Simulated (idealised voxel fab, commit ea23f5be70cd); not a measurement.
Title: Process Module voxel lift off
Cross-section cut spans 280 nm and uses square cells 5 nm in size.
For the purposes of this document, a cross-section shall be understood as a grid of square cells, specified as bands listed in top-to-bottom order, each band consisting of one or more rows of cells. Band: top and bottom heights (nm) first, top before bottom; then materials from left to right, widths in nm. "full width" marks a sole material filling the band edge to edge. "empty" denotes empty space. A quick word on heights: they are counted from 0, and under that level the wafer as it came to us is one material throughout. The lowest band is different from the rest in having no bottom; it simply continues downward, written as in "0 and below". The two numbers in a width such as "30 to 40" mark its ends across the band: the first belongs to the top row of cells, the second to the bottom row, and from each row to the next the width moves by the same amount. The cross-section has no changed cell in any step marked "everything unchanged". "Voids, sealed": empty spaces of 8 cells or more with no open way to the top, each given as width x height at distance, distance from the left edge, all in nm. It should be noted that, on the line of a given step, the content following the step's settings is a remark produced by the simulator itself with respect to that step. Steps that use a mask can have "overlay nm" on their line. It says how far the mask sat to the right of where it was meant to be. Negative means to the left.

List of planned process steps
step 1: RECEIVE with material Si
step 2: CONFORMAL_DEP with material SiO2, thk nm 10
step 3: PATTERN with tone open, mask id LINES, material resist, width nm 25, pitch nm 40, thk nm 20, overlay nm 0
step 4: DIRECTIONAL_DEP with material Ru, thk nm 5
step 5: STRIP with etch materials resist
step 6: CONFORMAL_DEP with material SiCN, thk nm 5
The wafers in this document start out alike and differ in the thk nm applied at step 4; the plan shows the value used for the first wafer.

Step 1 complete: as-received cross-section of the first of several wafers
	0 and below: Si full width
	Voids, sealed: none

Wafer rows; end of module; cells per material since receipt: (+) gained, (-) lost; then closed voids
thk nm 5 | +10 Ru | +60 SiCN | +112 SiO2 | Voids, sealed: none
thk nm 10 | +20 Ru | +64 SiCN | +112 SiO2 | Voids, sealed: none
thk nm 15 | +30 Ru | +68 SiCN | +112 SiO2 | Voids, sealed: none
